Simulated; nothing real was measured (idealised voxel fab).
The process module that follows is named voxel capacitor over wiring.
The figure presents cross-section cut, which has a width of 265 nm and is divided into square cells with an edge length of 5 nm.
Format of a cross-section: grid, square cells. Given as bands. Order: top down. Band: one or more rows of cells.
Band entry format. Leading values: height of top, height of bottom, nm. Remainder: materials in left-to-right order, each with its width in nm. Special words: "edge to edge" on a single material, which then fills the band edge to edge; "empty", empty space.
Zero point of the height axis is 0; under it, received wafer = one material. Lowest band: continues down indefinitely, "from 0 down".
It should be noted that a width expressed as "30->40" varies in equal increments from row to row of cells within the band, taking the value of the first number at the top row and that of the second number at the bottom row.
No cell of the cross-section changed in a step that is given as "left unchanged".
What "Sealed voids" gives you is every empty space of 8 cells or more that is cut off from the top. Each appears as width x height at distance, with the distance taken from the left edge and width, height and distance all in nm.
after a step's settings: what the simulator itself notes on the step
Regarding "overlay nm": on a step with a mask, it is the distance the mask lay to the right of its planned place; a negative value places it to the left.

# Process steps - plan
step 1: RECEIVE,material Si
step 2: CONFORMAL_DEP,material SiO2,thk nm 15
step 3: CONFORMAL_DEP,material SiCN,thk nm 5
step 4: DIRECTIONAL_DEP,material SiO2,thk nm 20
step 5: MASKED_ETCH,tone open,mask id METAL_1,width nm 30,pitch nm 90,etch materials SiO2,depth nm 20,overlay nm 0
step 6: MASKED_ETCH,tone open,mask id METAL_1,width nm 30,pitch nm 90,etch materials SiCN,depth nm 5,overlay nm 0
step 7: CONFORMAL_DEP,material TiN,thk nm 5
step 8: FILL_DEP,material Cu,thk nm 10
step 9: CMP,height nm 40
step 10: CONFORMAL_DEP,material SiCN,thk nm 5
step 11: DIRECTIONAL_DEP,material lowk,thk nm 15
step 12: PATTERN,tone open,mask id PLUG_1,material resist,width nm 15,thk nm 20,overlay nm 0
step 13: DIRECTIONAL_ETCH,etch materials lowk,depth nm 15
step 14: DIRECTIONAL_ETCH,etch materials SiCN,depth nm 5
step 15: STRIP,etch materials resist
step 16: EPI,material Ru,thk nm 10
step 17: EPI,material Ru,thk nm 10
step 18: DIRECTIONAL_DEP,material TiN,thk nm 5
step 19: DIRECTIONAL_DEP,material HfO2,thk nm 5
step 20: DIRECTIONAL_DEP,material TiN,thk nm 5
step 21: DIRECTIONAL_DEP,material aC,thk nm 15
step 22: PATTERN,tone cover,mask id UPPER_PLATE,material resist,width nm 65,thk nm 30,overlay nm 0
step 23: DIRECTIONAL_ETCH,etch materials aC,depth nm 15
step 24: STRIP,etch materials resist
step 25: DIRECTIONAL_ETCH,etch materials TiN,depth nm 5
step 26: DIRECTIONAL_ETCH,etch materials HfO2,depth nm 5
step 27: STRIP,etch materials aC
step 28: MASKED_ETCH,tone cover,mask id LOWER_PLATE,width nm 75,etch materials TiN,depth nm 5,overlay nm 0
step 29: FILL_DEP,material SiO2,thk nm 15
step 30: CMP,height nm 85
step 31: DIRECTIONAL_DEP,material aC,thk nm 15
step 32: PATTERN,tone open,mask id PLUG_2,material resist,width nm 15,thk nm 30,overlay nm 0
step 33: DIRECTIONAL_ETCH,etch materials aC,depth nm 15
step 34: STRIP,etch materials resist
step 35: DIRECTIONAL_ETCH,etch materials SiO2,depth nm 10
step 36: STRIP,etch materials aC
step 37: CONFORMAL_DEP,material TiN,thk nm 5
step 38: FILL_DEP,material Cu,thk nm 5
step 39: CMP,height nm 85
step 40: CONFORMAL_DEP,material SiCN,thk nm 5

# Run as planned: first of two wafers

# Cross-section, incoming material, after step 1
- from 0 down  Si edge to edge
- Sealed voids: none

# After step 2, in cross-section
- from 15 to 0  SiO2 edge to edge
- Below a height of 0, the structure has not been altered.

# After step 3, in cross-section
- from 20 to 15  SiCN edge to edge
- Below a height of 15, the structure has not been altered.

# After step 4, in cross-section
- from 40 to 20  SiO2 edge to edge
- Below a height of 20, the structure has not been altered.

# After step 5, in cross-section
- from 40 to 20  SiO2 70 nm, then empty 30 nm, then SiO2 60 nm, then empty 30 nm, then SiO2 75 nm
- Below a height of 20, the structure has not been altered.

# After step 6, in cross-section
- from 40 to 20  SiO2 70 nm, then empty 30 nm, then SiO2 60 nm, then empty 30 nm, then SiO2 75 nm
- from 20 to 15  SiCN 70 nm, then empty 30 nm, then SiCN 60 nm, then empty 30 nm, then SiCN 75 nm
- Below a height of 15, the structure has not been altered.

# After step 7, in cross-section
- from 45 to 40  TiN 75 nm, then empty 20 nm, then TiN 70 nm, then empty 20 nm, then TiN 80 nm
- from 40 to 20  SiO2 70 nm, then TiN 5 nm, then empty 20 nm, then TiN 5 nm, then SiO2 60 nm, then TiN 5 nm, then empty 20 nm, then TiN 5 nm, then SiO2 75 nm
- from 20 to 15  SiCN 70 nm, then TiN 30 nm, then SiCN 60 nm, then TiN 30 nm, then SiCN 75 nm
- Below a height of 15, the structure has not been altered.

# After step 8, in cross-section
- from 55 to 45  Cu edge to edge
- from 45 to 40  TiN 75 nm, then Cu 20 nm, then TiN 70 nm, then Cu 20 nm, then TiN 80 nm
- from 40 to 20  SiO2 70 nm, then TiN 5 nm, then Cu 20 nm, then TiN 5 nm, then SiO2 60 nm, then TiN 5 nm, then Cu 20 nm, then TiN 5 nm, then SiO2 75 nm
- Below a height of 20, the structure has not been altered.

# After step 9, in cross-section
- from 40 to 20  SiO2 70 nm, then TiN 5 nm, then Cu 20 nm, then TiN 5 nm, then SiO2 60 nm, then TiN 5 nm, then Cu 20 nm, then TiN 5 nm, then SiO2 75 nm
- Below a height of 20, the structure has not been altered.

# After step 10, in cross-section
- from 45 to 40  SiCN edge to edge
- Below a height of 40, the structure has not been altered.

# After step 11, in cross-section
- from 60 to 45  lowk edge to edge
- Below a height of 45, the structure has not been altered.

# After step 12, in cross-section
- from 80 to 60  resist 85 nm, then empty 15 nm, then resist 165 nm
- Below a height of 60, the structure has not been altered.

# After step 13, in cross-section
- from 80 to 60  resist 85 nm, then empty 15 nm, then resist 165 nm
- from 60 to 45  lowk 85 nm, then empty 15 nm, then lowk 165 nm
- Below a height of 45, the structure has not been altered.

# After step 14, in cross-section
- from 80 to 60  resist 85 nm, then empty 15 nm, then resist 165 nm
- from 60 to 45  lowk 85 nm, then empty 15 nm, then lowk 165 nm
- from 45 to 40  SiCN 85 nm, then empty 15 nm, then SiCN 165 nm
- Below a height of 40, the structure has not been altered.

# After step 15, in cross-section
- from 60 to 45  lowk 85 nm, then empty 15 nm, then lowk 165 nm
- Below a height of 45, the structure has not been altered.

# After step 16, in cross-section
- from 60 to 50  lowk 85 nm, then empty 15 nm, then lowk 165 nm
- from 50 to 45  lowk 85 nm, then Ru 15 nm, then lowk 165 nm
- from 45 to 40  SiCN 85 nm, then Ru 15 nm, then SiCN 165 nm
- Below a height of 40, the structure has not been altered.

# After step 17, in cross-section
- from 60 to 45  lowk 85 nm, then Ru 15 nm, then lowk 165 nm
- Below a height of 45, the structure has not been altered.

# After step 18, in cross-section
- from 65 to 60  TiN edge to edge
- Below a height of 60, the structure has not been altered.

# After step 19, in cross-section
- from 70 to 65  HfO2 edge to edge
- Below a height of 65, the structure has not been altered.

# After step 20, in cross-section
- from 75 to 70  TiN edge to edge
- Below a height of 70, the structure has not been altered.

# After step 21, in cross-section
- from 90 to 75  aC edge to edge
- Below a height of 75, the structure has not been altered.

# After step 22, in cross-section
- from 120 to 90  empty 85 nm, then resist 65 nm, then empty 115 nm
- Below a height of 90, the structure has not been altered.

# After step 23, in cross-section
- from 105 to 90  empty 85 nm, then resist 65 nm, then empty 115 nm
- from 90 to 75  empty 85 nm, then aC 65 nm, then empty 115 nm
- Below a height of 75, the structure has not been altered.

# After step 24, in cross-section
- from 90 to 75  empty 85 nm, then aC 65 nm, then empty 115 nm
- Below a height of 75, the structure has not been altered.

# After step 25, in cross-section
- from 90 to 75  empty 85 nm, then aC 65 nm, then empty 115 nm
- from 75 to 70  empty 85 nm, then TiN 65 nm, then empty 115 nm
- Below a height of 70, the structure has not been altered.

# After step 26, in cross-section
- from 90 to 75  empty 85 nm, then aC 65 nm, then empty 115 nm
- from 75 to 70  empty 85 nm, then TiN 65 nm, then empty 115 nm
- from 70 to 65  empty 85 nm, then HfO2 65 nm, then empty 115 nm
- Below a height of 65, the structure has not been altered.

# After step 27, in cross-section
- from 75 to 70  empty 85 nm, then TiN 65 nm, then empty 115 nm
- Below a height of 70, the structure has not been altered.

# After step 28, in cross-section
- from 75 to 70  empty 85 nm, then TiN 65 nm, then empty 115 nm
- from 70 to 65  empty 85 nm, then HfO2 65 nm, then empty 115 nm
- from 65 to 60  empty 80 nm, then TiN 75 nm, then empty 110 nm
- Below a height of 60, the structure has not been altered.

# After step 29, in cross-section
- from 90 to 75  SiO2 edge to edge
- from 75 to 70  SiO2 85 nm, then TiN 65 nm, then SiO2 115 nm
- from 70 to 65  SiO2 85 nm, then HfO2 65 nm, then SiO2 115 nm
- from 65 to 60  SiO2 80 nm, then TiN 75 nm, then SiO2 110 nm
- Below a height of 60, the structure has not been altered.

# After step 30, in cross-section
- from 85 to 75  SiO2 edge to edge
- Below a height of 75, the structure has not been altered.

# After step 31, in cross-section
- from 100 to 85  aC edge to edge
- Below a height of 85, the structure has not been altered.

# After step 32, in cross-section
- from 130 to 100  resist 95 nm, then empty 15 nm, then resist 155 nm
- Below a height of 100, the structure has not been altered.

# After step 33, in cross-section
- from 115 to 100  resist 95 nm, then empty 15 nm, then resist 155 nm
- from 100 to 85  aC 95 nm, then empty 15 nm, then aC 155 nm
- Below a height of 85, the structure has not been altered.

# After step 34, in cross-section
- from 100 to 85  aC 95 nm, then empty 15 nm, then aC 155 nm
- Below a height of 85, the structure has not been altered.

# After step 35, in cross-section
- from 100 to 85  aC 95 nm, then empty 15 nm, then aC 155 nm
- from 85 to 75  SiO2 95 nm, then empty 15 nm, then SiO2 155 nm
- Below a height of 75, the structure has not been altered.

# After step 36, in cross-section
- from 85 to 75  SiO2 95 nm, then empty 15 nm, then SiO2 155 nm
- Below a height of 75, the structure has not been altered.

# After step 37, in cross-section
- from 90 to 85  TiN 100 nm, then empty 5 nm, then TiN 160 nm
- from 85 to 80  SiO2 95 nm, then TiN 5 nm, then empty 5 nm, then TiN 5 nm, then SiO2 155 nm
- from 80 to 70  SiO2 95->85 nm, then TiN 15->65 nm, then SiO2 155->115 nm
- Below a height of 70, the structure has not been altered.

# After step 38, in cross-section
- from 95 to 90  Cu edge to edge
- from 90 to 85  TiN 100 nm, then Cu 5 nm, then TiN 160 nm
- from 85 to 80  SiO2 95 nm, then TiN 5 nm, then Cu 5 nm, then TiN 5 nm, then SiO2 155 nm
- Below a height of 80, the structure has not been altered.

# After step 39, in cross-section
- from 85 to 80  SiO2 95 nm, then TiN 5 nm, then Cu 5 nm, then TiN 5 nm, then SiO2 155 nm
- Below a height of 80, the structure has not been altered.

# After step 40, in cross-section
- from 90 to 85  SiCN edge to edge
- Below a height of 85, the structure has not been altered.

# second wafer: like start, like plan, one mistake. Through step 1 it matches the first wafer

# Cross-section: second wafer, time at which step 2 was scheduled to end
- from 5 to 0  SiCN edge to edge
- Below a height of 0, the structure has not been altered.

# Cross-section: second wafer, time at which step 3 was scheduled to end
- from 20 to 5  SiO2 edge to edge
- Below a height of 5, the structure has not been altered.

# Cross-section: second wafer, time at which step 4 was scheduled to end
- from 40 to 5  SiO2 edge to edge
- Below a height of 5, the structure has not been altered.

# Cross-section: second wafer, time at which step 5 was scheduled to end
- from 40 to 20  SiO2 70 nm, then empty 30 nm, then SiO2 60 nm, then empty 30 nm, then SiO2 75 nm
- Below a height of 20, the structure has not been altered.

Cross-section: second wafer, time at which step 6 was scheduled to end: left unchanged

# Cross-section: second wafer, time at which step 7 was scheduled to end
- from 45 to 40  TiN 75 nm, then empty 20 nm, then TiN 70 nm, then empty 20 nm, then TiN 80 nm
- from 40 to 25  SiO2 70 nm, then TiN 5 nm, then empty 20 nm, then TiN 5 nm, then SiO2 60 nm, then TiN 5 nm, then empty 20 nm, then TiN 5 nm, then SiO2 75 nm
- from 25 to 20  SiO2 70 nm, then TiN 30 nm, then SiO2 60 nm, then TiN 30 nm, then SiO2 75 nm
- Below a height of 20, the structure has not been altered.

# Cross-section: second wafer, time at which step 8 was scheduled to end
- from 55 to 45  Cu edge to edge
- from 45 to 40  TiN 75 nm, then Cu 20 nm, then TiN 70 nm, then Cu 20 nm, then TiN 80 nm
- from 40 to 25  SiO2 70 nm, then TiN 5 nm, then Cu 20 nm, then TiN 5 nm, then SiO2 60 nm, then TiN 5 nm, then Cu 20 nm, then TiN 5 nm, then SiO2 75 nm
- Below a height of 25, the structure has not been altered.

# Cross-section: second wafer, time at which step 9 was scheduled to end
- from 40 to 25  SiO2 70 nm, then TiN 5 nm, then Cu 20 nm, then TiN 5 nm, then SiO2 60 nm, then TiN 5 nm, then Cu 20 nm, then TiN 5 nm, then SiO2 75 nm
- Below a height of 25, the structure has not been altered.

# Cross-section: second wafer, time at which step 10 was scheduled to end
- from 45 to 40  SiCN edge to edge
- Below a height of 40, the structure has not been altered.

# Cross-section: second wafer, time at which step 11 was scheduled to end
- from 60 to 45  lowk edge to edge
- Below a height of 45, the structure has not been altered.

# Cross-section: second wafer, time at which step 12 was scheduled to end
- from 80 to 60  resist 85 nm, then empty 15 nm, then resist 165 nm
- Below a height of 60, the structure has not been altered.

# Cross-section: second wafer, time at which step 13 was scheduled to end
- from 80 to 60  resist 85 nm, then empty 15 nm, then resist 165 nm
- from 60 to 45  lowk 85 nm, then empty 15 nm, then lowk 165 nm
- Below a height of 45, the structure has not been altered.

# Cross-section: second wafer, time at which step 14 was scheduled to end
- from 80 to 60  resist 85 nm, then empty 15 nm, then resist 165 nm
- from 60 to 45  lowk 85 nm, then empty 15 nm, then lowk 165 nm
- from 45 to 40  SiCN 85 nm, then empty 15 nm, then SiCN 165 nm
- Below a height of 40, the structure has not been altered.

# Cross-section: second wafer, time at which step 15 was scheduled to end
- from 60 to 45  lowk 85 nm, then empty 15 nm, then lowk 165 nm
- Below a height of 45, the structure has not been altered.

# Cross-section: second wafer, time at which step 16 was scheduled to end
- from 60 to 50  lowk 85 nm, then empty 15 nm, then lowk 165 nm
- from 50 to 45  lowk 85 nm, then Ru 15 nm, then lowk 165 nm
- from 45 to 40  SiCN 85 nm, then Ru 15 nm, then SiCN 165 nm
- Below a height of 40, the structure has not been altered.

# Cross-section: second wafer, time at which step 17 was scheduled to end
- from 60 to 45  lowk 85 nm, then Ru 15 nm, then lowk 165 nm
- Below a height of 45, the structure has not been altered.

# Cross-section: second wafer, time at which step 18 was scheduled to end
- from 65 to 60  TiN edge to edge
- Below a height of 60, the structure has not been altered.

# Cross-section: second wafer, time at which step 19 was scheduled to end
- from 70 to 65  HfO2 edge to edge
- Below a height of 65, the structure has not been altered.

# Cross-section: second wafer, time at which step 20 was scheduled to end
- from 75 to 70  TiN edge to edge
- Below a height of 70, the structure has not been altered.

# Cross-section: second wafer, time at which step 21 was scheduled to end
- from 90 to 75  aC edge to edge
- Below a height of 75, the structure has not been altered.

# Cross-section: second wafer, time at which step 22 was scheduled to end
- from 120 to 90  empty 85 nm, then resist 65 nm, then empty 115 nm
- Below a height of 90, the structure has not been altered.

# Cross-section: second wafer, time at which step 23 was scheduled to end
- from 105 to 90  empty 85 nm, then resist 65 nm, then empty 115 nm
- from 90 to 75  empty 85 nm, then aC 65 nm, then empty 115 nm
- Below a height of 75, the structure has not been altered.

# Cross-section: second wafer, time at which step 24 was scheduled to end
- from 90 to 75  empty 85 nm, then aC 65 nm, then empty 115 nm
- Below a height of 75, the structure has not been altered.

# Cross-section: second wafer, time at which step 25 was scheduled to end
- from 90 to 75  empty 85 nm, then aC 65 nm, then empty 115 nm
- from 75 to 70  empty 85 nm, then TiN 65 nm, then empty 115 nm
- Below a height of 70, the structure has not been altered.

# Cross-section: second wafer, time at which step 26 was scheduled to end
- from 90 to 75  empty 85 nm, then aC 65 nm, then empty 115 nm
- from 75 to 70  empty 85 nm, then TiN 65 nm, then empty 115 nm
- from 70 to 65  empty 85 nm, then HfO2 65 nm, then empty 115 nm
- Below a height of 65, the structure has not been altered.

# Cross-section: second wafer, time at which step 27 was scheduled to end
- from 75 to 70  empty 85 nm, then TiN 65 nm, then empty 115 nm
- Below a height of 70, the structure has not been altered.

# Cross-section: second wafer, time at which step 28 was scheduled to end
- from 75 to 70  empty 85 nm, then TiN 65 nm, then empty 115 nm
- from 70 to 65  empty 85 nm, then HfO2 65 nm, then empty 115 nm
- from 65 to 60  empty 80 nm, then TiN 75 nm, then empty 110 nm
- Below a height of 60, the structure has not been altered.

# Cross-section: second wafer, time at which step 29 was scheduled to end
- from 90 to 75  SiO2 edge to edge
- from 75 to 70  SiO2 85 nm, then TiN 65 nm, then SiO2 115 nm
- from 70 to 65  SiO2 85 nm, then HfO2 65 nm, then SiO2 115 nm
- from 65 to 60  SiO2 80 nm, then TiN 75 nm, then SiO2 110 nm
- Below a height of 60, the structure has not been altered.

# Cross-section: second wafer, time at which step 30 was scheduled to end
- from 85 to 75  SiO2 edge to edge
- Below a height of 75, the structure has not been altered.

# Cross-section: second wafer, time at which step 31 was scheduled to end
- from 100 to 85  aC edge to edge
- Below a height of 85, the structure has not been altered.

# Cross-section: second wafer, time at which step 32 was scheduled to end
- from 130 to 100  resist 95 nm, then empty 15 nm, then resist 155 nm
- Below a height of 100, the structure has not been altered.

# Cross-section: second wafer, time at which step 33 was scheduled to end
- from 115 to 100  resist 95 nm, then empty 15 nm, then resist 155 nm
- from 100 to 85  aC 95 nm, then empty 15 nm, then aC 155 nm
- Below a height of 85, the structure has not been altered.

# Cross-section: second wafer, time at which step 34 was scheduled to end
- from 100 to 85  aC 95 nm, then empty 15 nm, then aC 155 nm
- Below a height of 85, the structure has not been altered.

# Cross-section: second wafer, time at which step 35 was scheduled to end
- from 100 to 85  aC 95 nm, then empty 15 nm, then aC 155 nm
- from 85 to 75  SiO2 95 nm, then empty 15 nm, then SiO2 155 nm
- Below a height of 75, the structure has not been altered.

# Cross-section: second wafer, time at which step 36 was scheduled to end
- from 85 to 75  SiO2 95 nm, then empty 15 nm, then SiO2 155 nm
- Below a height of 75, the structure has not been altered.

# Cross-section: second wafer, time at which step 37 was scheduled to end
- from 90 to 85  TiN 100 nm, then empty 5 nm, then TiN 160 nm
- from 85 to 80  SiO2 95 nm, then TiN 5 nm, then empty 5 nm, then TiN 5 nm, then SiO2 155 nm
- from 80 to 70  SiO2 95->85 nm, then TiN 15->65 nm, then SiO2 155->115 nm
- Below a height of 70, the structure has not been altered.

# Cross-section: second wafer, time at which step 38 was scheduled to end
- from 95 to 90  Cu edge to edge
- from 90 to 85  TiN 100 nm, then Cu 5 nm, then TiN 160 nm
- from 85 to 80  SiO2 95 nm, then TiN 5 nm, then Cu 5 nm, then TiN 5 nm, then SiO2 155 nm
- Below a height of 80, the structure has not been altered.

# Cross-section: second wafer, time at which step 39 was scheduled to end
- from 85 to 80  SiO2 95 nm, then TiN 5 nm, then Cu 5 nm, then TiN 5 nm, then SiO2 155 nm
- Below a height of 80, the structure has not been altered.

# Cross-section: second wafer, time at which step 40 was scheduled to end
- from 90 to 85  SiCN edge to edge
- Below a height of 85, the structure has not been altered.
Here's what went sideways: swap of plan steps 2 and 3 during execution
Heads up, by the end the second wafer has more or fewer cells of some materials compared to the first: Cu: 8 fewer; SiCN: 12 more; TiN: 4 fewer
